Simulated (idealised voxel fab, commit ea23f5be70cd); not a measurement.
Documented hereafter: the process module known as voxel capacitor over wiring.
Cross-sectional view cut (width: 230 nm; square cell size: 5 nm).
Think of the cross-section as a grid of square cells. We describe it in bands, top to bottom, and each band covers one or more rows of those cells.
Top, bottom (nm), then materials left to right with widths (nm); lone material tagged "everywhere" fills the whole band edge to edge; "blank" = empty space.
For the purposes of this specification, 0 denotes the height below which the wafer in its as-received condition is composed wholly of one material, and the lowermost band, lacking a lower limit, extends downward without end, as expressed in "0 -> down".
Width: "30->40" (first number = top row, second number = bottom row, same change from row to row of cells).
Where the words "no change" appear for a step, the cross-section shows no cell changed by that step; every cell remained as before.
Enclosed voids (no open way to top), threshold 8 cells or more, entry "Closed void list", notation width x height at distance, distance from left edge, nm.
Past the settings on a step's line: simulator remark, on that step.
overlay nm: how far to the right of its planned place the mask lay on this masked step (negative: to the left).

# Below is the list of planned process steps
1 RECEIVE, material Si
2 CONFORMAL_DEP, material SiO2, thk nm 10
3 DIRECTIONAL_DEP, material TiN, thk nm 5
4 DIRECTIONAL_DEP, material Ru, thk nm 25
5 DIRECTIONAL_DEP, material aC, thk nm 15
6 PATTERN, tone cover, mask id METAL_1, material resist, width nm 25, pitch nm 90, thk nm 30, overlay nm 0
7 DIRECTIONAL_ETCH, etch materials aC, depth nm 15
8 STRIP, etch materials resist
9 DIRECTIONAL_ETCH, etch materials Ru, depth nm 25
10 DIRECTIONAL_ETCH, etch materials TiN, depth nm 5
11 STRIP, etch materials aC
12 CONFORMAL_DEP, material SiCN, thk nm 5
13 FILL_DEP, material SiO2, thk nm 10
14 CMP, height nm 40
15 CONFORMAL_DEP, material SiCN, thk nm 5
16 DIRECTIONAL_DEP, material SiO2, thk nm 20
17 PATTERN, tone open, mask id PLUG_1, material resist, width nm 15, thk nm 15, overlay nm 0
18 DIRECTIONAL_ETCH, etch materials SiO2, depth nm 20
19 DIRECTIONAL_ETCH, etch materials SiCN, depth nm 5
20 STRIP, etch materials resist
21 CONFORMAL_DEP, material TiN, thk nm 5
22 FILL_DEP, material Ru, thk nm 5
23 CMP, height nm 65
24 DIRECTIONAL_DEP, material TiN, thk nm 5
25 DIRECTIONAL_DEP, material HfO2, thk nm 5
26 DIRECTIONAL_DEP, material TiN, thk nm 5
27 DIRECTIONAL_DEP, material aC, thk nm 10
28 PATTERN, tone cover, mask id UPPER_PLATE, material resist, width nm 70, thk nm 25, overlay nm 0
29 DIRECTIONAL_ETCH, etch materials aC, depth nm 10
30 STRIP, etch materials resist
31 DIRECTIONAL_ETCH, etch materials TiN, depth nm 5
32 DIRECTIONAL_ETCH, etch materials HfO2, depth nm 5
33 STRIP, etch materials aC
34 DIRECTIONAL_DEP, material aC, thk nm 10
35 PATTERN, tone cover, mask id LOWER_PLATE, material resist, width nm 80, thk nm 30, overlay nm 0
36 DIRECTIONAL_ETCH, etch materials aC, depth nm 10
37 STRIP, etch materials resist
38 DIRECTIONAL_ETCH, etch materials TiN, depth nm 5
39 STRIP, etch materials aC
40 FILL_DEP, material SiO2, thk nm 15
41 CMP, height nm 90
42 PATTERN, tone open, mask id PLUG_2, material resist, width nm 15, thk nm 20, overlay nm 0
43 DIRECTIONAL_ETCH, etch materials SiO2, depth nm 10
44 STRIP, etch materials resist
45 CONFORMAL_DEP, material TiN, thk nm 5
46 FILL_DEP, material W, thk nm 10
47 CMP, height nm 90
48 CONFORMAL_DEP, material SiN, thk nm 5

# Cross-section of the wafer at receipt, which is the condition after step 1
	0 -> down: Si everywhere
	Closed void list: none

# Cross-section, first of two wafers, end of module, run as planned
	95 -> 90: SiN everywhere
	90 -> 85: SiO2: 75, TiN: 5, W: 5, TiN: 5, SiO2: 140
	85 -> 75: SiO2: 75->65, TiN: 15->70, SiO2: 140->95
	75 -> 70: SiO2: 65, HfO2: 70, SiO2: 95
	70 -> 65: SiO2: 60, TiN: 80, SiO2: 90
	65 -> 45: SiO2: 65, TiN: 5, Ru: 5, TiN: 5, SiO2: 150
	45 -> 40: SiCN: 65, TiN: 15, SiCN: 150
	40 -> 15: SiO2: 50, SiCN: 5, Ru: 25, SiCN: 5, SiO2: 55, SiCN: 5, Ru: 25, SiCN: 5, SiO2: 55
	15 -> 10: SiCN: 55, TiN: 25, SiCN: 65, TiN: 25, SiCN: 60
	10 -> 0: SiO2 everywhere
	0 -> down: Si everywhere
	Closed void list: none

# Presented here is a cross-section of the second of the two wafers as it stood at the end of the module. It was started in the same manner and assigned the same plan as the first wafer; however, one mistake was made in its execution
	95 -> 90: SiN everywhere
	90 -> 85: SiO2: 75, TiN: 5, W: 5, TiN: 5, SiO2: 140
	85 -> 75: SiO2: 75->65, TiN: 15->70, SiO2: 140->95
	75 -> 70: SiO2: 60, TiN: 80, SiO2: 90
	70 -> 65: HfO2 everywhere
	65 -> 45: SiO2: 65, TiN: 5, Ru: 5, TiN: 5, SiO2: 150
	45 -> 40: SiCN: 65, TiN: 15, SiCN: 150
	40 -> 15: SiO2: 50, SiCN: 5, Ru: 25, SiCN: 5, SiO2: 55, SiCN: 5, Ru: 25, SiCN: 5, SiO2: 55
	15 -> 10: SiCN: 55, TiN: 25, SiCN: 65, TiN: 25, SiCN: 60
	10 -> 0: SiO2 everywhere
	0 -> down: Si everywhere
	Closed void list: none
So what did we get wrong on this run? steps 24 and 25 were swapped
Final difference in cells, second wafer against first, listed per material as more or fewer: HfO2: 32 more | SiO2: 32 fewer
